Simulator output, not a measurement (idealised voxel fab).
Process module name: voxel ribs on slabs
Cross-section cut: width 200 nm, square cells of 5 nm.
For the purposes of this document, a cross-section shall be understood as a grid of square cells, specified as bands listed in top-to-bottom order, each band consisting of one or more rows of cells.
Each band's line starts with the height of the band's top and of its bottom, in nm. Then come its materials from left to right, each with its width in nm. One material with "edge to edge" fills the band from edge to edge. "blank" is empty space.
Zero point of the height axis is 0; under it, received wafer = one material. Lowest band: continues down indefinitely, "top 0, no bottom".
The two numbers in a width such as "30->40" mark its ends across the band: the first belongs to the top row of cells, the second to the bottom row, and from each row to the next the width moves by the same amount.
A step reported as "nothing different" is a step in which no cell of the cross-section changed.
"Closed void roster": sealed empty spaces, 8 cells or more, no open way to top, listed width x height at distance, with distance from the left edge and width, height and distance in nm.
Read whatever lies past the settings on a step's line as the simulator's own remark about the step.
Regarding "overlay nm": on a step with a mask, it is the distance the mask lay to the right of its planned place; a negative value places it to the left.
Pairs ahead. Before: cross-section ahead of one process step. After: cross-section once the step is done, shown to the lowest changed band only. Under each pair: that step, with settings. Caution: pairs may come from different runs of this module on the same starting wafer; a pair follows the pair above only where its "Pre-step profile" entry says so.
Pre-step profile
- top 0, no bottom  Si edge to edge
- Closed void roster: none
Sectional View, Post-Process
- top 25, bottom 0  SiO2 edge to edge
- Below 0, the layers are the same as they were.
- Closed void roster: none
Step between the pre-process and post-process cross-sections given above: op DIRECTIONAL_DEP | material SiO2 | thk nm 25
Pre-step profile: the after view from the pair directly above serves as the before view here.
Sectional View, Post-Process
- top 40, bottom 25  polySi edge to edge
- Below 25, the layers are the same as they were.
- Closed void roster: none
Step between the pre-process and post-process cross-sections given above: op DIRECTIONAL_DEP | material polySi | thk nm 15
Pre-step profile: the after view from the pair directly above serves as the before view here.
Sectional View, Post-Process
- top 40, bottom 30  90 blank | 20 polySi | 90 blank
- Below 30, the layers are the same as they were.
- Closed void roster: none
Step between the pre-process and post-process cross-sections given above: op MASKED_ETCH | tone cover | mask id RIB | width nm 20 | etch materials polySi | depth nm 10 | overlay nm 0
Pre-step profile: the after view from the pair directly above serves as the before view here.
Sectional View, Post-Process
- top 40, bottom 30  90 blank | 20 polySi | 90 blank
- top 30, bottom 25  70 blank | 60 polySi | 70 blank
- Below 25, the layers are the same as they were.
- Closed void roster: none
Step between the pre-process and post-process cross-sections given above: op MASKED_ETCH | tone cover | mask id SLAB | width nm 60 | etch materials polySi | depth nm 5 | overlay nm 0
Pre-step profile: the after view from the pair directly above serves as the before view here.
Sectional View, Post-Process
- top 60, bottom 40  SiO2 edge to edge
- top 40, bottom 30  90 SiO2 | 20 polySi | 90 SiO2
- top 30, bottom 25  70 SiO2 | 60 polySi | 70 SiO2
- Below 25, the layers are the same as they were.
- Closed void roster: none
Step between the pre-process and post-process cross-sections given above: op FILL_DEP | material SiO2 | thk nm 20
Pre-step profile: the after view from the pair directly above serves as the before view here.
Sectional View, Post-Process
- top 55, bottom 40  SiO2 edge to edge
- Below 40, the layers are the same as they were.
- Closed void roster: none
Step between the pre-process and post-process cross-sections given above: op CMP | height nm 55
Pre-step profile: the after view from the pair directly above serves as the before view here.
Sectional View, Post-Process
- top 60, bottom 55  TiN edge to edge
- Below 55, the layers are the same as they were.
- Closed void roster: none
Step between the pre-process and post-process cross-sections given above: op DIRECTIONAL_DEP | material TiN | thk nm 5
Pre-step profile: the after view from the pair directly above serves as the before view here.
Sectional View, Post-Process
- top 75, bottom 60  85 blank | 30 resist | 85 blank
- Below 60, the layers are the same as they were.
- Closed void roster: none
Step between the pre-process and post-process cross-sections given above: op PATTERN | tone cover | mask id HEATER | material resist | width nm 30 | thk nm 15 | overlay nm 0
Pre-step profile: the after view from the pair directly above serves as the before view here.
Sectional View, Post-Process
- top 75, bottom 60  85 blank | 30 resist | 85 blank
- top 60, bottom 55  85 blank | 30 TiN | 85 blank
- Below 55, the layers are the same as they were.
- Closed void roster: none
Step between the pre-process and post-process cross-sections given above: op DIRECTIONAL_ETCH | etch materials TiN | depth nm 5
Pre-step profile: the after view from the pair directly above serves as the before view here.
Sectional View, Post-Process
- top 60, bottom 55  85 blank | 30 TiN | 85 blank
- Below 55, the layers are the same as they were.
- Closed void roster: none
Step between the pre-process and post-process cross-sections given above: op STRIP | etch materials resist
Pre-step profile: the after view from the pair directly above serves as the before view here.
Sectional View, Post-Process
- top 70, bottom 65  75 blank | 50 SiN | 75 blank
- top 65, bottom 60  SiN edge to edge
- top 60, bottom 55  85 SiN | 30 TiN | 85 SiN
- Below 55, the layers are the same as they were.
- Closed void roster: none
Step between the pre-process and post-process cross-sections given above: op CONFORMAL_DEP | material SiN | thk nm 10
Pre-step profile
- top 25, bottom 0  SiO2 edge to edge
- top 0, no bottom  Si edge to edge
- Closed void roster: none
Sectional View, Post-Process
- top 50, bottom 0  SiO2 edge to edge
- Below 0, the layers are the same as they were.
- Closed void roster: none
Step between the pre-process and post-process cross-sections given above: op DIRECTIONAL_DEP | material SiO2 | thk nm 25
Pre-step profile: the after view from the pair directly above serves as the before view here.
Sectional View, Post-Process
- top 65, bottom 50  polySi edge to edge
- Below 50, the layers are the same as they were.
- Closed void roster: none
Step between the pre-process and post-process cross-sections given above: op DIRECTIONAL_DEP | material polySi | thk nm 15
Pre-step profile: the after view from the pair directly above serves as the before view here.
Sectional View, Post-Process
- top 65, bottom 55  90 blank | 20 polySi | 90 blank
- Below 55, the layers are the same as they were.
- Closed void roster: none
Step between the pre-process and post-process cross-sections given above: op MASKED_ETCH | tone cover | mask id RIB | width nm 20 | etch materials polySi | depth nm 10 | overlay nm 0
Pre-step profile: the after view from the pair directly above serves as the before view here.
Sectional View, Post-Process
- top 65, bottom 55  90 blank | 20 polySi | 90 blank
- top 55, bottom 50  70 blank | 60 polySi | 70 blank
- Below 50, the layers are the same as they were.
- Closed void roster: none
Step between the pre-process and post-process cross-sections given above: op MASKED_ETCH | tone cover | mask id SLAB | width nm 60 | etch materials polySi | depth nm 5 | overlay nm 0
Pre-step profile: the after view from the pair directly above serves as the before view here.
Sectional View, Post-Process
- top 85, bottom 65  SiO2 edge to edge
- top 65, bottom 55  90 SiO2 | 20 polySi | 90 SiO2
- top 55, bottom 50  70 SiO2 | 60 polySi | 70 SiO2
- Below 50, the layers are the same as they were.
- Closed void roster: none
Step between the pre-process and post-process cross-sections given above: op FILL_DEP | material SiO2 | thk nm 20
Pre-step profile: the after view from the pair directly above serves as the before view here.
Sectional View, Post-Process
- top 55, bottom 50  70 SiO2 | 60 polySi | 70 SiO2
- Below 50, the layers are the same as they were.
- Closed void roster: none
Step between the pre-process and post-process cross-sections given above: op CMP | height nm 55
Pre-step profile: the after view from the pair directly above serves as the before view here.
Sectional View, Post-Process
- top 60, bottom 55  TiN edge to edge
- Below 55, the layers are the same as they were.
- Closed void roster: none
Step between the pre-process and post-process cross-sections given above: op DIRECTIONAL_DEP | material TiN | thk nm 5
Pre-step profile: the after view from the pair directly above serves as the before view here.
Sectional View, Post-Process
- top 75, bottom 60  85 blank | 30 resist | 85 blank
- Below 60, the layers are the same as they were.
- Closed void roster: none
Step between the pre-process and post-process cross-sections given above: op PATTERN | tone cover | mask id HEATER | material resist | width nm 30 | thk nm 15 | overlay nm 0
Pre-step profile: the after view from the pair directly above serves as the before view here.
Sectional View, Post-Process
- top 75, bottom 60  85 blank | 30 resist | 85 blank
- top 60, bottom 55  85 blank | 30 TiN | 85 blank
- Below 55, the layers are the same as they were.
- Closed void roster: none
Step between the pre-process and post-process cross-sections given above: op DIRECTIONAL_ETCH | etch materials TiN | depth nm 5
Pre-step profile: the after view from the pair directly above serves as the before view here.
Sectional View, Post-Process
- top 60, bottom 55  85 blank | 30 TiN | 85 blank
- Below 55, the layers are the same as they were.
- Closed void roster: none
Step between the pre-process and post-process cross-sections given above: op STRIP | etch materials resist
Pre-step profile: the after view from the pair directly above serves as the before view here.
Sectional View, Post-Process
- top 70, bottom 65  75 blank | 50 SiN | 75 blank
- top 65, bottom 60  SiN edge to edge
- top 60, bottom 55  85 SiN | 30 TiN | 85 SiN
- Below 55, the layers are the same as they were.
- Closed void roster: none
Step between the pre-process and post-process cross-sections given above: op CONFORMAL_DEP | material SiN | thk nm 10
Pre-step profile
- top 0, no bottom  Si edge to edge
- Closed void roster: none
Sectional View, Post-Process
- top 15, bottom 0  polySi edge to edge
- Below 0, the layers are the same as they were.
- Closed void roster: none
Step between the pre-process and post-process cross-sections given above: op DIRECTIONAL_DEP | material polySi | thk nm 15
Pre-step profile: the after view from the pair directly above serves as the before view here.
Sectional View, Post-Process
- top 40, bottom 15  SiO2 edge to edge
- Below 15, the layers are the same as they were.
- Closed void roster: none
Step between the pre-process and post-process cross-sections given above: op DIRECTIONAL_DEP | material SiO2 | thk nm 25
Pre-step profile: the after view from the pair directly above serves as the before view here.
Sectional View, Post-Process
- top 60, bottom 15  SiO2 edge to edge
- Below 15, the layers are the same as they were.
- Closed void roster: none
Step between the pre-process and post-process cross-sections given above: op FILL_DEP | material SiO2 | thk nm 20
Pre-step profile: the after view from the pair directly above serves as the before view here.
Sectional View, Post-Process
- top 55, bottom 15  SiO2 edge to edge
- Below 15, the layers are the same as they were.
- Closed void roster: none
Step between the pre-process and post-process cross-sections given above: op CMP | height nm 55
Pre-step profile: the after view from the pair directly above serves as the before view here.
Sectional View, Post-Process
- top 60, bottom 55  TiN edge to edge
- Below 55, the layers are the same as they were.
- Closed void roster: none
Step between the pre-process and post-process cross-sections given above: op DIRECTIONAL_DEP | material TiN | thk nm 5
Pre-step profile: the after view from the pair directly above serves as the before view here.
Sectional View, Post-Process
- top 75, bottom 60  85 blank | 30 resist | 85 blank
- Below 60, the layers are the same as they were.
- Closed void roster: none
Step between the pre-process and post-process cross-sections given above: op PATTERN | tone cover | mask id HEATER | material resist | width nm 30 | thk nm 15 | overlay nm 0
Pre-step profile: the after view from the pair directly above serves as the before view here.
Sectional View, Post-Process
- top 75, bottom 60  85 blank | 30 resist | 85 blank
- top 60, bottom 55  85 blank | 30 TiN | 85 blank
- Below 55, the layers are the same as they were.
- Closed void roster: none
Step between the pre-process and post-process cross-sections given above: op DIRECTIONAL_ETCH | etch materials TiN | depth nm 5
Pre-step profile: the after view from the pair directly above serves as the before view here.
Sectional View, Post-Process
- top 60, bottom 55  85 blank | 30 TiN | 85 blank
- Below 55, the layers are the same as they were.
- Closed void roster: none
Step between the pre-process and post-process cross-sections given above: op STRIP | etch materials resist
Pre-step profile: the after view from the pair directly above serves as the before view here.
Sectional View, Post-Process
- top 70, bottom 65  75 blank | 50 SiN | 75 blank
- top 65, bottom 60  SiN edge to edge
- top 60, bottom 55  85 SiN | 30 TiN | 85 SiN
- Below 55, the layers are the same as they were.
- Closed void roster: none
Step between the pre-process and post-process cross-sections given above: op CONFORMAL_DEP | material SiN | thk nm 10
Pre-step profile
- top 25, bottom 0  SiO2 edge to edge
- top 0, no bottom  Si edge to edge
- Closed void roster: none
Sectional View, Post-Process
- top 35, bottom 25  polySi edge to edge
- Below 25, the layers are the same as they were.
- Closed void roster: none
Step between the pre-process and post-process cross-sections given above: op DIRECTIONAL_DEP | material polySi | thk nm 10
Pre-step profile: the after view from the pair directly above serves as the before view here.
Sectional View, Post-Process
- top 35, bottom 25  90 blank | 20 polySi | 90 blank
- Below 25, the layers are the same as they were.
- Closed void roster: none
Step between the pre-process and post-process cross-sections given above: op MASKED_ETCH | tone cover | mask id RIB | width nm 20 | etch materials polySi | depth nm 10 | overlay nm 0
Pre-step profile: the after view from the pair directly above serves as the before view here.
Sectional View, Post-Process
- top 55, bottom 35  SiO2 edge to edge
- top 35, bottom 25  90 SiO2 | 20 polySi | 90 SiO2
- Below 25, the layers are the same as they were.
- Closed void roster: none
Step between the pre-process and post-process cross-sections given above: op FILL_DEP | material SiO2 | thk nm 20
Pre-step profile: the after view from the pair directly above serves as the before view here.
Sectional View, Post-Process
- top 60, bottom 55  TiN edge to edge
- Below 55, the layers are the same as they were.
- Closed void roster: none
Step between the pre-process and post-process cross-sections given above: op DIRECTIONAL_DEP | material TiN | thk nm 5
Pre-step profile: the after view from the pair directly above serves as the before view here.
Sectional View, Post-Process
- top 75, bottom 60  85 blank | 30 resist | 85 blank
- Below 60, the layers are the same as they were.
- Closed void roster: none
Step between the pre-process and post-process cross-sections given above: op PATTERN | tone cover | mask id HEATER | material resist | width nm 30 | thk nm 15 | overlay nm 0
Pre-step profile: the after view from the pair directly above serves as the before view here.
Sectional View, Post-Process
- top 75, bottom 60  85 blank | 30 resist | 85 blank
- top 60, bottom 55  85 blank | 30 TiN | 85 blank
- Below 55, the layers are the same as they were.
- Closed void roster: none
Step between the pre-process and post-process cross-sections given above: op DIRECTIONAL_ETCH | etch materials TiN | depth nm 5
Pre-step profile: the after view from the pair directly above serves as the before view here.
Sectional View, Post-Process
- top 60, bottom 55  85 blank | 30 TiN | 85 blank
- Below 55, the layers are the same as they were.
- Closed void roster: none
Step between the pre-process and post-process cross-sections given above: op STRIP | etch materials resist
Pre-step profile: the after view from the pair directly above serves as the before view here.
Sectional View, Post-Process
- top 70, bottom 65  75 blank | 50 SiN | 75 blank
- top 65, bottom 60  SiN edge to edge
- top 60, bottom 55  85 SiN | 30 TiN | 85 SiN
- Below 55, the layers are the same as they were.
- Closed void roster: none
Step between the pre-process and post-process cross-sections given above: op CONFORMAL_DEP | material SiN | thk nm 10
Pre-step profile
- top 60, bottom 55  TiN edge to edge
- top 55, bottom 40  SiO2 edge to edge
- top 40, bottom 30  90 SiO2 | 20 polySi | 90 SiO2
- top 30, bottom 25  70 SiO2 | 60 polySi | 70 SiO2
- top 25, bottom 0  SiO2 edge to edge
- top 0, no bottom  Si edge to edge
- Closed void roster: none
Sectional View, Post-Process
- top 75, bottom 60  80 blank | 40 resist | 80 blank
- Below 60, the layers are the same as they were.
- Closed void roster: none
Step between the pre-process and post-process cross-sections given above: op PATTERN | tone cover | mask id HEATER | material resist | width nm 40 | thk nm 15 | overlay nm 0
Pre-step profile: the after view from the pair directly above serves as the before view here.
Sectional View, Post-Process
- top 75, bottom 60  80 blank | 40 resist | 80 blank
- top 60, bottom 55  80 blank | 40 TiN | 80 blank
- Below 55, the layers are the same as they were.
- Closed void roster: none
Step between the pre-process and post-process cross-sections given above: op DIRECTIONAL_ETCH | etch materials TiN | depth nm 5
Pre-step profile: the after view from the pair directly above serves as the before view here.
Sectional View, Post-Process
- top 60, bottom 55  80 blank | 40 TiN | 80 blank
- Below 55, the layers are the same as they were.
- Closed void roster: none
Step between the pre-process and post-process cross-sections given above: op STRIP | etch materials resist
Pre-step profile: the after view from the pair directly above serves as the before view here.
Sectional View, Post-Process
- top 70, bottom 65  70 blank | 60 SiN | 70 blank
- top 65, bottom 60  SiN edge to edge
- top 60, bottom 55  80 SiN | 40 TiN | 80 SiN
- Below 55, the layers are the same as they were.
- Closed void roster: none
Step between the pre-process and post-process cross-sections given above: op CONFORMAL_DEP | material SiN | thk nm 10
Pre-step profile
- top 40, bottom 30  90 blank | 20 polySi | 90 blank
- top 30, bottom 25  polySi edge to edge
- top 25, bottom 0  SiO2 edge to edge
- top 0, no bottom  Si edge to edge
- Closed void roster: none
Sectional View, Post-Process
- top 40, bottom 30  90 blank | 20 polySi | 90 blank
- top 30, bottom 25  80 blank | 60 polySi | 60 blank
- Below 25, the layers are the same as they were.
- Closed void roster: none
Step between the pre-process and post-process cross-sections given above: op MASKED_ETCH | tone cover | mask id SLAB | width nm 60 | etch materials polySi | depth nm 5 | overlay nm 10
Pre-step profile: the after view from the pair directly above serves as the before view here.
Sectional View, Post-Process
- top 60, bottom 40  SiO2 edge to edge
- top 40, bottom 30  90 SiO2 | 20 polySi | 90 SiO2
- top 30, bottom 25  80 SiO2 | 60 polySi | 60 SiO2
- Below 25, the layers are the same as they were.
- Closed void roster: none
Step between the pre-process and post-process cross-sections given above: op FILL_DEP | material SiO2 | thk nm 20
Pre-step profile: the after view from the pair directly above serves as the before view here.
Sectional View, Post-Process
- top 55, bottom 40  SiO2 edge to edge
- Below 40, the layers are the same as they were.
- Closed void roster: none
Step between the pre-process and post-process cross-sections given above: op CMP | height nm 55
Pre-step profile: the after view from the pair directly above serves as the before view here.
Sectional View, Post-Process
- top 60, bottom 55  TiN edge to edge
- Below 55, the layers are the same as they were.
- Closed void roster: none
Step between the pre-process and post-process cross-sections given above: op DIRECTIONAL_DEP | material TiN | thk nm 5
Pre-step profile: the after view from the pair directly above serves as the before view here.
Sectional View, Post-Process
- top 75, bottom 60  85 blank | 30 resist | 85 blank
- Below 60, the layers are the same as they were.
- Closed void roster: none
Step between the pre-process and post-process cross-sections given above: op PATTERN | tone cover | mask id HEATER | material resist | width nm 30 | thk nm 15 | overlay nm 0
Pre-step profile: the after view from the pair directly above serves as the before view here.
Sectional View, Post-Process
- top 75, bottom 60  85 blank | 30 resist | 85 blank
- top 60, bottom 55  85 blank | 30 TiN | 85 blank
- Below 55, the layers are the same as they were.
- Closed void roster: none
Step between the pre-process and post-process cross-sections given above: op DIRECTIONAL_ETCH | etch materials TiN | depth nm 5
Pre-step profile: the after view from the pair directly above serves as the before view here.
Sectional View, Post-Process
- top 60, bottom 55  85 blank | 30 TiN | 85 blank
- Below 55, the layers are the same as they were.
- Closed void roster: none
Step between the pre-process and post-process cross-sections given above: op STRIP | etch materials resist
Pre-step profile: the after view from the pair directly above serves as the before view here.
Sectional View, Post-Process
- top 70, bottom 65  75 blank | 50 SiN | 75 blank
- top 65, bottom 60  SiN edge to edge
- top 60, bottom 55  85 SiN | 30 TiN | 85 SiN
- Below 55, the layers are the same as they were.
- Closed void roster: none
Step between the pre-process and post-process cross-sections given above: op CONFORMAL_DEP | material SiN | thk nm 10
Pre-step profile
- top 25, bottom 0  SiO2 edge to edge
- top 0, no bottom  Si edge to edge
- Closed void roster: none
Sectional View, Post-Process
- top 40, bottom 25  TiN edge to edge
- Below 25, the layers are the same as they were.
- Closed void roster: none
Step between the pre-process and post-process cross-sections given above: op DIRECTIONAL_DEP | material TiN | thk nm 15
Pre-step profile: the after view from the pair directly above serves as the before view here.
Sectional View, Post-Process
- top 60, bottom 40  SiO2 edge to edge
- Below 40, the layers are the same as they were.
- Closed void roster: none
Step between the pre-process and post-process cross-sections given above: op FILL_DEP | material SiO2 | thk nm 20
Pre-step profile: the after view from the pair directly above serves as the before view here.
Sectional View, Post-Process
- top 55, bottom 40  SiO2 edge to edge
- Below 40, the layers are the same as they were.
- Closed void roster: none
Step between the pre-process and post-process cross-sections given above: op CMP | height nm 55
Pre-step profile: the after view from the pair directly above serves as the before view here.
Sectional View, Post-Process
- top 60, bottom 55  TiN edge to edge
- Below 55, the layers are the same as they were.
- Closed void roster: none
Step between the pre-process and post-process cross-sections given above: op DIRECTIONAL_DEP | material TiN | thk nm 5
Pre-step profile: the after view from the pair directly above serves as the before view here.
Sectional View, Post-Process
- top 75, bottom 60  85 blank | 30 resist | 85 blank
- Below 60, the layers are the same as they were.
- Closed void roster: none
Step between the pre-process and post-process cross-sections given above: op PATTERN | tone cover | mask id HEATER | material resist | width nm 30 | thk nm 15 | overlay nm 0
Pre-step profile: the after view from the pair directly above serves as the before view here.
Sectional View, Post-Process
- top 75, bottom 60  85 blank | 30 resist | 85 blank
- top 60, bottom 55  85 blank | 30 TiN | 85 blank
- Below 55, the layers are the same as they were.
- Closed void roster: none
Step between the pre-process and post-process cross-sections given above: op DIRECTIONAL_ETCH | etch materials TiN | depth nm 5
Pre-step profile: the after view from the pair directly above serves as the before view here.
Sectional View, Post-Process
- top 60, bottom 55  85 blank | 30 TiN | 85 blank
- Below 55, the layers are the same as they were.
- Closed void roster: none
Step between the pre-process and post-process cross-sections given above: op STRIP | etch materials resist
Pre-step profile: the after view from the pair directly above serves as the before view here.
Sectional View, Post-Process
- top 70, bottom 65  75 blank | 50 SiN | 75 blank
- top 65, bottom 60  SiN edge to edge
- top 60, bottom 55  85 SiN | 30 TiN | 85 SiN
- Below 55, the layers are the same as they were.
- Closed void roster: none
Step between the pre-process and post-process cross-sections given above: op CONFORMAL_DEP | material SiN | thk nm 10
Pre-step profile
- top 40, bottom 25  polySi edge to edge
- top 25, bottom 0  SiO2 edge to edge
- top 0, no bottom  Si edge to edge
- Closed void roster: none
Sectional View, Post-Process
- top 40, bottom 30  90 polySi | 20 blank | 90 polySi
- Below 30, the layers are the same as they were.
- Closed void roster: none
Step between the pre-process and post-process cross-sections given above: op MASKED_ETCH | tone open | mask id RIB | width nm 20 | etch materials polySi | depth nm 10 | overlay nm 0
Pre-step profile: the after view from the pair directly above serves as the before view here.
Sectional View, Post-Process
- top 40, bottom 35  70 blank | 20 polySi | 20 blank | 20 polySi | 70 blank
- Below 35, the layers are the same as they were.
- Closed void roster: none
Step between the pre-process and post-process cross-sections given above: op MASKED_ETCH | tone cover | mask id SLAB | width nm 60 | etch materials polySi | depth nm 5 | overlay nm 0
Pre-step profile: the after view from the pair directly above serves as the before view here.
Sectional View, Post-Process
- top 60, bottom 40  SiO2 edge to edge
- top 40, bottom 35  70 SiO2 | 20 polySi | 20 SiO2 | 20 polySi | 70 SiO2
- top 35, bottom 30  90 polySi | 20 SiO2 | 90 polySi
- Below 30, the layers are the same as they were.
- Closed void roster: none
Step between the pre-process and post-process cross-sections given above: op FILL_DEP | material SiO2 | thk nm 20
Pre-step profile: the after view from the pair directly above serves as the before view here.
Sectional View, Post-Process
- top 55, bottom 40  SiO2 edge to edge
- Below 40, the layers are the same as they were.
- Closed void roster: none
Step between the pre-process and post-process cross-sections given above: op CMP | height nm 55
Pre-step profile: the after view from the pair directly above serves as the before view here.
Sectional View, Post-Process
- top 60, bottom 55  TiN edge to edge
- Below 55, the layers are the same as they were.
- Closed void roster: none
Step between the pre-process and post-process cross-sections given above: op DIRECTIONAL_DEP | material TiN | thk nm 5
Pre-step profile: the after view from the pair directly above serves as the before view here.
Sectional View, Post-Process
- top 75, bottom 60  85 blank | 30 resist | 85 blank
- Below 60, the layers are the same as they were.
- Closed void roster: none
Step between the pre-process and post-process cross-sections given above: op PATTERN | tone cover | mask id HEATER | material resist | width nm 30 | thk nm 15 | overlay nm 0
Pre-step profile: the after view from the pair directly above serves as the before view here.
Sectional View, Post-Process
- top 75, bottom 60  85 blank | 30 resist | 85 blank
- top 60, bottom 55  85 blank | 30 TiN | 85 blank
- Below 55, the layers are the same as they were.
- Closed void roster: none
Step between the pre-process and post-process cross-sections given above: op DIRECTIONAL_ETCH | etch materials TiN | depth nm 5
Pre-step profile: the after view from the pair directly above serves as the before view here.
Sectional View, Post-Process
- top 60, bottom 55  85 blank | 30 TiN | 85 blank
- Below 55, the layers are the same as they were.
- Closed void roster: none
Step between the pre-process and post-process cross-sections given above: op STRIP | etch materials resist
Pre-step profile: the after view from the pair directly above serves as the before view here.
Sectional View, Post-Process
- top 70, bottom 65  75 blank | 50 SiN | 75 blank
- top 65, bottom 60  SiN edge to edge
- top 60, bottom 55  85 SiN | 30 TiN | 85 SiN
- Below 55, the layers are the same as they were.
- Closed void roster: none
Step between the pre-process and post-process cross-sections given above: op CONFORMAL_DEP | material SiN | thk nm 10
